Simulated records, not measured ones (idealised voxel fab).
process module | voxel tone inversion
cross-section cut | 255 nm wide | cells 5 nm
A cross-section is a grid of square cells, given in bands from the top down. A band is one or more rows of cells.
Each band's line starts with the height of the band's top and of its bottom, in nm. Then come its materials from left to right, each with its width in nm. One material with "throughout" fills the band from edge to edge. "air" is empty space.
Height 0 is the level under which the wafer as received is all one material. The lowest band goes on downwards, as in "0 down".
A width such as "30 to 40" changes by the same amount from each row of cells to the next, from the band's top row to its bottom row.
"no change" after a step means that no cell of the cross-section changed.
closed voids: empty space of 8 cells or more with no open way to the top, each as width x height at its distance from the left edge, in nm
after a step's settings: what the simulator itself notes on the step
overlay nm, on a step with a mask: how far to the right of its planned place the mask lay; to the left if negative
plan
1 op RECEIVE | material Si
2 op CONFORMAL_DEP | material SiN | thk nm 5
3 op DIRECTIONAL_DEP | material aC | thk nm 25
4 op PATTERN | tone cover | mask id POSTS | material resist | width nm 15 | pitch nm 35 | thk nm 35 | overlay nm 0
5 op DIRECTIONAL_ETCH | etch materials aC | depth nm 25
6 op STRIP | etch materials resist
7 op FILL_DEP | material lowk | thk nm 10
8 op CMP | height nm 30
9 op STRIP | etch materials aC
10 op CONFORMAL_DEP | material TiN | thk nm 5
11 op FILL_DEP | material Cu | thk nm 10
12 op CMP | height nm 30
13 op CONFORMAL_DEP | material SiN | thk nm 5
first wafer, as planned
as received, after step 1
  0 down: Si throughout
  closed voids: none
after step 2
  5 to 0: SiN throughout
  below 0: unchanged
after step 3
  30 to 5: aC throughout
  below 5: unchanged
after step 4
  65 to 30: air 100 | resist 15 | air 20 | resist 15 | air 105
  below 30: unchanged
after step 5
  40 to 30: air 100 | resist 15 | air 20 | resist 15 | air 105
  30 to 5: air 100 | aC 15 | air 20 | aC 15 | air 105
  below 5: unchanged
after step 6
  30 to 5: air 100 | aC 15 | air 20 | aC 15 | air 105
  below 5: unchanged
after step 7
  40 to 30: lowk throughout
  30 to 5: lowk 100 | aC 15 | lowk 20 | aC 15 | lowk 105
  below 5: unchanged
after step 8
  30 to 5: lowk 100 | aC 15 | lowk 20 | aC 15 | lowk 105
  below 5: unchanged
after step 9
  30 to 5: lowk 100 | air 15 | lowk 20 | air 15 | lowk 105
  below 5: unchanged
after step 10
  35 to 30: TiN 105 | air 5 | TiN 30 | air 5 | TiN 110
  30 to 10: lowk 100 | TiN 5 | air 5 | TiN 5 | lowk 20 | TiN 5 | air 5 | TiN 5 | lowk 105
  10 to 5: lowk 100 | TiN 15 | lowk 20 | TiN 15 | lowk 105
  below 5: unchanged
after step 11
  45 to 35: Cu throughout
  35 to 30: TiN 105 | Cu 5 | TiN 30 | Cu 5 | TiN 110
  30 to 10: lowk 100 | TiN 5 | Cu 5 | TiN 5 | lowk 20 | TiN 5 | Cu 5 | TiN 5 | lowk 105
  below 10: unchanged
after step 12
  30 to 10: lowk 100 | TiN 5 | Cu 5 | TiN 5 | lowk 20 | TiN 5 | Cu 5 | TiN 5 | lowk 105
  below 10: unchanged
after step 13
  35 to 30: SiN throughout
  below 30: unchanged
second wafer: like start, like plan, one mistake. Through step 12 it matches the first wafer
when step 13 should have ended
  35 to 30: lowk throughout
  below 30: unchanged
what went wrong: step 13 ran as: op CONFORMAL_DEP | material lowk | thk nm 5
at the end the second wafer has, in cells: 51 fewer of SiN | 51 more of lowk
